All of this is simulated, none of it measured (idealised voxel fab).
Process module name: voxel double patterning
FYI the section here is cut, 175 nm wide, cells are 5 nm squares.
Cross-section, as written here: a square-cell grid given band by band from the top down, where a band holds one or more rows of cells. The band entry comprises the height of the band's top followed by the height of its bottom, expressed in nm, and subsequently the band's materials from left to right, each stated together with its width in nm. Where a single material is marked with the word "everywhere", that material fills the band from edge to edge. The word "air" represents empty space. Where do heights start? At 0: under that level the wafer as delivered is made of one material only. And the lowest band has no floor; it just carries on downward, as in "top 0, no bottom". Per-row width for "30->40": begins at first number (top row of band), ends at second number (bottom row), increment between rows held constant. "no change" after a step means that no cell of the cross-section changed. Any empty space of 8 cells or more lacking an open way to the top shows up in "Voids, fully enclosed" as width x height at distance, distance from the left edge, in nm. Note: text after step settings on the step line = simulator remark on that step. overlay nm, on a step with a mask: how far to the right of its planned place the mask lay; to the left if negative.

The following list gives the planned process steps
1,RECEIVE [material Si]
2,CONFORMAL_DEP [material SiN] [thk nm 10]
3,DIRECTIONAL_DEP [material SiO2] [thk nm 20]
4,DIRECTIONAL_DEP [material SiCN] [thk nm 10]
5,MASKED_ETCH [tone open] [mask id FIRST] [width nm 15] [pitch nm 50] [etch materials SiCN] [depth nm 10] [overlay nm 0]
6,DIRECTIONAL_DEP [material aC] [thk nm 15]
7,PATTERN [tone open] [mask id SECOND] [material resist] [width nm 15] [thk nm 35] [overlay nm 0]
8,DIRECTIONAL_ETCH [etch materials aC] [depth nm 15]
9,STRIP [etch materials resist]
10,DIRECTIONAL_ETCH [etch materials SiCN] [depth nm 10]
11,STRIP [etch materials aC]
12,DIRECTIONAL_ETCH [etch materials SiO2] [depth nm 20]
13,STRIP [etch materials SiCN]
For clarity, it should be stated that the wafers under discussion commence in an identical condition and differ with respect to the width nm of step 5, the plan indicating the value that the first wafer had.

Incoming state of the first of several wafers in cross-section: after step 1
top 0, no bottom: Si everywhere
Voids, fully enclosed: none

Last step of the module is step 13; after it, the first of several wafers in cross-section
top 30, bottom 10: SiO2 (55) | air (15) | SiO2 (10) | air (15) | SiO2 (10) | air (15) | SiO2 (55)
top 10, bottom 0: SiN everywhere
top 0, no bottom: Si everywhere
Voids, fully enclosed: none

Cross-sectional depiction of the last of several wafers upon completion of the module
top 30, bottom 10: SiO2 (50) | air (45) | SiO2 (5) | air (30) | SiO2 (45)
top 10, bottom 0: SiN everywhere
top 0, no bottom: Si everywhere
Voids, fully enclosed: none

Heads up, this table goes wafer by wafer. A row tells you, at the end of the module, how many cells of each material that wafer has put on (+) or dropped (-) since it was received, and then its closed voids
width nm 15; +70 SiN; +104 SiO2; Voids, fully enclosed: none
width nm 20; +70 SiN; +96 SiO2; Voids, fully enclosed: none
width nm 25; +70 SiN; +88 SiO2; Voids, fully enclosed: none
width nm 30; +70 SiN; +80 SiO2; Voids, fully enclosed: none
